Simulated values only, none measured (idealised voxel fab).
Process module in this document: voxel tone inversion
Cross-section cut: width 210 nm, square cells of 5 nm.
The cross-sections in this document take the form of a grid made of square cells. They are written out as bands, in order from top to bottom. Each band consists of one or more rows of cells.
It is stipulated that each band's entry specify, in nanometres, the height of the top of the band and then that of its bottom, followed by the materials of the band in left-to-right sequence, each together with its width in nanometres. A single material marked by the word "full width" is understood to fill the band from edge to edge; the word "blank" is understood to denote empty space.
We count height from 0. Below that, the starting wafer is all one material. The lowest band never ends at the bottom but goes on down; see "from 0 down" for how that is written.
The two numbers in a width such as "30->40" mark its ends across the band: the first belongs to the top row of cells, the second to the bottom row, and from each row to the next the width moves by the same amount.
"nothing different" for a step: no cell of the cross-section changed in that step.
Enclosed voids (no open way to top), threshold 8 cells or more, entry "Sealed-off cavities", notation width x height at distance, distance from left edge, nm.
The remark found on a step's line after its settings is issued by the simulator itself and pertains to that step.
overlay nm, on a step with a mask: how far to the right of its planned place the mask lay; to the left if negative
Every pair from here on: before one process step, after it. The after cross-section reaches only to the lowest band that changed. Below the pair: the step in between and its settings. Pairs can belong to different runs of this module on the same starting wafer; a pair carries on from the pair above only if the entry headed "Before step" says so.

BEFORE STEP
- from 0 down  Si full width
- Sealed-off cavities: none

STRUCTURE AFTER STEP
- from 5 to 0  SiCN full width
- Everything under 0 stays put, no change at all.
- Sealed-off cavities: none
What was done to get from the before section above to the after section? op CONFORMAL_DEP | material SiCN | thk nm 5

Before step: check the pair just above; its after cross-section is our before state.

STRUCTURE AFTER STEP
- from 30 to 5  polySi full width
- Everything under 5 stays put, no change at all.
- Sealed-off cavities: none
What was done to get from the before section above to the after section? op DIRECTIONAL_DEP | material polySi | thk nm 25

Before step: check the pair just above; its after cross-section is our before state.

STRUCTURE AFTER STEP
- from 65 to 30  75 of blank | 20 of resist | 15 of blank | 20 of resist | 80 of blank
- Everything under 30 stays put, no change at all.
- Sealed-off cavities: none
What was done to get from the before section above to the after section? op PATTERN | tone cover | mask id POSTS | material resist | width nm 20 | pitch nm 35 | thk nm 35 | overlay nm 0

Before step: check the pair just above; its after cross-section is our before state.

STRUCTURE AFTER STEP
- from 65 to 30  75 of blank | 20 of resist | 15 of blank | 20 of resist | 80 of blank
- from 30 to 5  75 of blank | 20 of polySi | 15 of blank | 20 of polySi | 80 of blank
- Everything under 5 stays put, no change at all.
- Sealed-off cavities: none
What was done to get from the before section above to the after section? op DIRECTIONAL_ETCH | etch materials polySi | depth nm 25

Before step: check the pair just above; its after cross-section is our before state.

STRUCTURE AFTER STEP
- from 30 to 5  75 of blank | 20 of polySi | 15 of blank | 20 of polySi | 80 of blank
- Everything under 5 stays put, no change at all.
- Sealed-off cavities: none
What was done to get from the before section above to the after section? op STRIP | etch materials resist

Before step: check the pair just above; its after cross-section is our before state.

STRUCTURE AFTER STEP
- from 35 to 30  lowk full width
- from 30 to 5  75 of lowk | 20 of polySi | 15 of lowk | 20 of polySi | 80 of lowk
- Everything under 5 stays put, no change at all.
- Sealed-off cavities: none
What was done to get from the before section above to the after section? op FILL_DEP | material lowk | thk nm 5

Before step: check the pair just above; its after cross-section is our before state.

STRUCTURE AFTER STEP
- from 30 to 5  75 of lowk | 20 of polySi | 15 of lowk | 20 of polySi | 80 of lowk
- Everything under 5 stays put, no change at all.
- Sealed-off cavities: none
What was done to get from the before section above to the after section? op CMP | height nm 30

Before step: check the pair just above; its after cross-section is our before state.

STRUCTURE AFTER STEP
- from 30 to 5  75 of lowk | 20 of blank | 15 of lowk | 20 of blank | 80 of lowk
- Everything under 5 stays put, no change at all.
- Sealed-off cavities: none
What was done to get from the before section above to the after section? op STRIP | etch materials polySi

BEFORE STEP
- from 0 down  Si full width
- Sealed-off cavities: none

STRUCTURE AFTER STEP
- from 25 to 0  polySi full width
- Everything under 0 stays put, no change at all.
- Sealed-off cavities: none
What was done to get from the before section above to the after section? op DIRECTIONAL_DEP | material polySi | thk nm 25

Before step: check the pair just above; its after cross-section is our before state.

STRUCTURE AFTER STEP
- from 60 to 25  75 of blank | 20 of resist | 15 of blank | 20 of resist | 80 of blank
- Everything under 25 stays put, no change at all.
- Sealed-off cavities: none
What was done to get from the before section above to the after section? op PATTERN | tone cover | mask id POSTS | material resist | width nm 20 | pitch nm 35 | thk nm 35 | overlay nm 0

Before step: check the pair just above; its after cross-section is our before state.

STRUCTURE AFTER STEP
- from 60 to 25  75 of blank | 20 of resist | 15 of blank | 20 of resist | 80 of blank
- from 25 to 0  75 of blank | 20 of polySi | 15 of blank | 20 of polySi | 80 of blank
- Everything under 0 stays put, no change at all.
- Sealed-off cavities: none
What was done to get from the before section above to the after section? op DIRECTIONAL_ETCH | etch materials polySi | depth nm 25

Before step: check the pair just above; its after cross-section is our before state.

STRUCTURE AFTER STEP
- from 25 to 0  75 of blank | 20 of polySi | 15 of blank | 20 of polySi | 80 of blank
- Everything under 0 stays put, no change at all.
- Sealed-off cavities: none
What was done to get from the before section above to the after section? op STRIP | etch materials resist

Before step: check the pair just above; its after cross-section is our before state.

STRUCTURE AFTER STEP
- from 30 to 25  lowk full width
- from 25 to 0  75 of lowk | 20 of polySi | 15 of lowk | 20 of polySi | 80 of lowk
- Everything under 0 stays put, no change at all.
- Sealed-off cavities: none
What was done to get from the before section above to the after section? op FILL_DEP | material lowk | thk nm 5

BEFORE STEP
- from 25 to 0  polySi full width
- from 0 down  Si full width
- Sealed-off cavities: none

STRUCTURE AFTER STEP
- from 30 to 25  SiCN full width
- Everything under 25 stays put, no change at all.
- Sealed-off cavities: none
What was done to get from the before section above to the after section? op CONFORMAL_DEP | material SiCN | thk nm 5

Before step: check the pair just above; its after cross-section is our before state.

STRUCTURE AFTER STEP
- from 65 to 30  75 of blank | 20 of resist | 15 of blank | 20 of resist | 80 of blank
- Everything under 30 stays put, no change at all.
- Sealed-off cavities: none
What was done to get from the before section above to the after section? op PATTERN | tone cover | mask id POSTS | material resist | width nm 20 | pitch nm 35 | thk nm 35 | overlay nm 0

Before step: check the pair just above; its after cross-section is our before state.

STRUCTURE AFTER STEP
- from 30 to 25  SiCN full width
- Everything under 25 stays put, no change at all.
- Sealed-off cavities: none
What was done to get from the before section above to the after section? op STRIP | etch materials resist

Before step: check the pair just above; its after cross-section is our before state.

STRUCTURE AFTER STEP
- from 35 to 30  lowk full width
- Everything under 30 stays put, no change at all.
- Sealed-off cavities: none
What was done to get from the before section above to the after section? op FILL_DEP | material lowk | thk nm 5

Before step: check the pair just above; its after cross-section is our before state.

STRUCTURE AFTER STEP
- from 30 to 25  SiCN full width
- Everything under 25 stays put, no change at all.
- Sealed-off cavities: none
What was done to get from the before section above to the after section? op CMP | height nm 30

BEFORE STEP
- from 0 down  Si full width
- Sealed-off cavities: none

STRUCTURE AFTER STEP
- from 15 to 0  SiCN full width
- Everything under 0 stays put, no change at all.
- Sealed-off cavities: none
What was done to get from the before section above to the after section? op CONFORMAL_DEP | material SiCN | thk nm 15

Before step: check the pair just above; its after cross-section is our before state.

STRUCTURE AFTER STEP
- from 40 to 15  polySi full width
- Everything under 15 stays put, no change at all.
- Sealed-off cavities: none
What was done to get from the before section above to the after section? op DIRECTIONAL_DEP | material polySi | thk nm 25

Before step: check the pair just above; its after cross-section is our before state.

STRUCTURE AFTER STEP
- from 75 to 40  75 of blank | 20 of resist | 15 of blank | 20 of resist | 80 of blank
- Everything under 40 stays put, no change at all.
- Sealed-off cavities: none
What was done to get from the before section above to the after section? op PATTERN | tone cover | mask id POSTS | material resist | width nm 20 | pitch nm 35 | thk nm 35 | overlay nm 0

Before step: check the pair just above; its after cross-section is our before state.

STRUCTURE AFTER STEP
- from 75 to 40  75 of blank | 20 of resist | 15 of blank | 20 of resist | 80 of blank
- from 40 to 15  75 of blank | 20 of polySi | 15 of blank | 20 of polySi | 80 of blank
- Everything under 15 stays put, no change at all.
- Sealed-off cavities: none
What was done to get from the before section above to the after section? op DIRECTIONAL_ETCH | etch materials polySi | depth nm 25

Before step: check the pair just above; its after cross-section is our before state.

STRUCTURE AFTER STEP
- from 40 to 15  75 of blank | 20 of polySi | 15 of blank | 20 of polySi | 80 of blank
- Everything under 15 stays put, no change at all.
- Sealed-off cavities: none
What was done to get from the before section above to the after section? op STRIP | etch materials resist

Before step: check the pair just above; its after cross-section is our before state.

STRUCTURE AFTER STEP
- from 45 to 40  lowk full width
- from 40 to 15  75 of lowk | 20 of polySi | 15 of lowk | 20 of polySi | 80 of lowk
- Everything under 15 stays put, no change at all.
- Sealed-off cavities: none
What was done to get from the before section above to the after section? op FILL_DEP | material lowk | thk nm 5

Before step: check the pair just above; its after cross-section is our before state.

STRUCTURE AFTER STEP
- from 30 to 15  75 of lowk | 20 of polySi | 15 of lowk | 20 of polySi | 80 of lowk
- Everything under 15 stays put, no change at all.
- Sealed-off cavities: none
What was done to get from the before section above to the after section? op CMP | height nm 30

Before step: check the pair just above; its after cross-section is our before state.

STRUCTURE AFTER STEP
- from 30 to 15  75 of lowk | 20 of blank | 15 of lowk | 20 of blank | 80 of lowk
- Everything under 15 stays put, no change at all.
- Sealed-off cavities: none
What was done to get from the before section above to the after section? op STRIP | etch materials polySi

BEFORE STEP
- from 30 to 5  polySi full width
- from 5 to 0  SiCN full width
- from 0 down  Si full width
- Sealed-off cavities: none

STRUCTURE AFTER STEP
- from 65 to 30  80 of blank | 15 of resist | 20 of blank | 15 of resist | 80 of blank
- Everything under 30 stays put, no change at all.
- Sealed-off cavities: none
What was done to get from the before section above to the after section? op PATTERN | tone cover | mask id POSTS | material resist | width nm 15 | pitch nm 35 | thk nm 35 | overlay nm 0

Before step: check the pair just above; its after cross-section is our before state.

STRUCTURE AFTER STEP
- from 65 to 30  80 of blank | 15 of resist | 20 of blank | 15 of resist | 80 of blank
- from 30 to 5  80 of blank | 15 of polySi | 20 of blank | 15 of polySi | 80 of blank
- Everything under 5 stays put, no change at all.
- Sealed-off cavities: none
What was done to get from the before section above to the after section? op DIRECTIONAL_ETCH | etch materials polySi | depth nm 25

Before step: check the pair just above; its after cross-section is our before state.

STRUCTURE AFTER STEP
- from 30 to 5  80 of blank | 15 of polySi | 20 of blank | 15 of polySi | 80 of blank
- Everything under 5 stays put, no change at all.
- Sealed-off cavities: none
What was done to get from the before section above to the after section? op STRIP | etch materials resist

Before step: check the pair just above; its after cross-section is our before state.

STRUCTURE AFTER STEP
- from 35 to 30  lowk full width
- from 30 to 5  80 of lowk | 15 of polySi | 20 of lowk | 15 of polySi | 80 of lowk
- Everything under 5 stays put, no change at all.
- Sealed-off cavities: none
What was done to get from the before section above to the after section? op FILL_DEP | material lowk | thk nm 5

Before step: check the pair just above; its after cross-section is our before state.

STRUCTURE AFTER STEP
- from 30 to 5  80 of lowk | 15 of polySi | 20 of lowk | 15 of polySi | 80 of lowk
- Everything under 5 stays put, no change at all.
- Sealed-off cavities: none
What was done to get from the before section above to the after section? op CMP | height nm 30

Before step: check the pair just above; its after cross-section is our before state.

STRUCTURE AFTER STEP
- from 30 to 5  80 of lowk | 15 of blank | 20 of lowk | 15 of blank | 80 of lowk
- Everything under 5 stays put, no change at all.
- Sealed-off cavities: none
What was done to get from the before section above to the after section? op STRIP | etch materials polySi

BEFORE STEP
- from 30 to 5  polySi full width
- from 5 to 0  SiCN full width
- from 0 down  Si full width
- Sealed-off cavities: none

STRUCTURE AFTER STEP
- from 65 to 30  70 of blank | 20 of resist | 15 of blank | 20 of resist | 85 of blank
- Everything under 30 stays put, no change at all.
- Sealed-off cavities: none
What was done to get from the before section above to the after section? op PATTERN | tone cover | mask id POSTS | material resist | width nm 20 | pitch nm 35 | thk nm 35 | overlay nm -5

Before step: check the pair just above; its after cross-section is our before state.

STRUCTURE AFTER STEP
- from 65 to 30  70 of blank | 20 of resist | 15 of blank | 20 of resist | 85 of blank
- from 30 to 5  70 of blank | 20 of polySi | 15 of blank | 20 of polySi | 85 of blank
- Everything under 5 stays put, no change at all.
- Sealed-off cavities: none
What was done to get from the before section above to the after section? op DIRECTIONAL_ETCH | etch materials polySi | depth nm 25

Before step: check the pair just above; its after cross-section is our before state.

STRUCTURE AFTER STEP
- from 30 to 5  70 of blank | 20 of polySi | 15 of blank | 20 of polySi | 85 of blank
- Everything under 5 stays put, no change at all.
- Sealed-off cavities: none
What was done to get from the before section above to the after section? op STRIP | etch materials resist

Before step: check the pair just above; its after cross-section is our before state.

STRUCTURE AFTER STEP
- from 35 to 30  lowk full width
- from 30 to 5  70 of lowk | 20 of polySi | 15 of lowk | 20 of polySi | 85 of lowk
- Everything under 5 stays put, no change at all.
- Sealed-off cavities: none
What was done to get from the before section above to the after section? op FILL_DEP | material lowk | thk nm 5

Before step: check the pair just above; its after cross-section is our before state.

STRUCTURE AFTER STEP
- from 30 to 5  70 of lowk | 20 of polySi | 15 of lowk | 20 of polySi | 85 of lowk
- Everything under 5 stays put, no change at all.
- Sealed-off cavities: none
What was done to get from the before section above to the after section? op CMP | height nm 30

Before step: check the pair just above; its after cross-section is our before state.

STRUCTURE AFTER STEP
- from 30 to 5  70 of lowk | 20 of blank | 15 of lowk | 20 of blank | 85 of lowk
- Everything under 5 stays put, no change at all.
- Sealed-off cavities: none
What was done to get from the before section above to the after section? op STRIP | etch materials polySi

BEFORE STEP
- from 5 to 0  SiCN full width
- from 0 down  Si full width
- Sealed-off cavities: none

STRUCTURE AFTER STEP
- from 30 to 0  SiCN full width
- Everything under 0 stays put, no change at all.
- Sealed-off cavities: none
What was done to get from the before section above to the after section? op DIRECTIONAL_DEP | material SiCN | thk nm 25

Before step: check the pair just above; its after cross-section is our before state.

STRUCTURE AFTER STEP
- from 65 to 30  75 of blank | 20 of resist | 15 of blank | 20 of resist | 80 of blank
- Everything under 30 stays put, no change at all.
- Sealed-off cavities: none
What was done to get from the before section above to the after section? op PATTERN | tone cover | mask id POSTS | material resist | width nm 20 | pitch nm 35 | thk nm 35 | overlay nm 0

Before step: check the pair just above; its after cross-section is our before state.

STRUCTURE AFTER STEP
- from 30 to 0  SiCN full width
- Everything under 0 stays put, no change at all.
- Sealed-off cavities: none
What was done to get from the before section above to the after section? op STRIP | etch materials resist

Before step: check the pair just above; its after cross-section is our before state.

STRUCTURE AFTER STEP
- from 35 to 30  lowk full width
- Everything under 30 stays put, no change at all.
- Sealed-off cavities: none
What was done to get from the before section above to the after section? op FILL_DEP | material lowk | thk nm 5

Before step: check the pair just above; its after cross-section is our before state.

STRUCTURE AFTER STEP
- from 30 to 0  SiCN full width
- Everything under 0 stays put, no change at all.
- Sealed-off cavities: none
What was done to get from the before section above to the after section? op CMP | height nm 30

BEFORE STEP
- from 30 to 5  polySi full width
- from 5 to 0  SiCN full width
- from 0 down  Si full width
- Sealed-off cavities: none

STRUCTURE AFTER STEP
- from 65 to 30  75 of resist | 20 of blank | 15 of resist | 20 of blank | 80 of resist
- Everything under 30 stays put, no change at all.
- Sealed-off cavities: none
What was done to get from the before section above to the after section? op PATTERN | tone open | mask id POSTS | material resist | width nm 20 | pitch nm 35 | thk nm 35 | overlay nm 0

Before step: check the pair just above; its after cross-section is our before state.

STRUCTURE AFTER STEP
- from 65 to 30  75 of resist | 20 of blank | 15 of resist | 20 of blank | 80 of resist
- from 30 to 5  75 of polySi | 20 of blank | 15 of polySi | 20 of blank | 80 of polySi
- Everything under 5 stays put, no change at all.
- Sealed-off cavities: none
What was done to get from the before section above to the after section? op DIRECTIONAL_ETCH | etch materials polySi | depth nm 25

Before step: check the pair just above; its after cross-section is our before state.

STRUCTURE AFTER STEP
- from 30 to 5  75 of polySi | 20 of blank | 15 of polySi | 20 of blank | 80 of polySi
- Everything under 5 stays put, no change at all.
- Sealed-off cavities: none
What was done to get from the before section above to the after section? op STRIP | etch materials resist

Before step: check the pair just above; its after cross-section is our before state.

STRUCTURE AFTER STEP
- from 35 to 30  lowk full width
- from 30 to 5  75 of polySi | 20 of lowk | 15 of polySi | 20 of lowk | 80 of polySi
- Everything under 5 stays put, no change at all.
- Sealed-off cavities: none
What was done to get from the before section above to the after section? op FILL_DEP | material lowk | thk nm 5

Before step: check the pair just above; its after cross-section is our before state.

STRUCTURE AFTER STEP
- from 30 to 5  75 of polySi | 20 of lowk | 15 of polySi | 20 of lowk | 80 of polySi
- Everything under 5 stays put, no change at all.
- Sealed-off cavities: none
What was done to get from the before section above to the after section? op CMP | height nm 30

Before step: check the pair just above; its after cross-section is our before state.

STRUCTURE AFTER STEP
- from 30 to 5  75 of blank | 20 of lowk | 15 of blank | 20 of lowk | 80 of blank
- Everything under 5 stays put, no change at all.
- Sealed-off cavities: none
What was done to get from the before section above to the after section? op STRIP | etch materials polySi
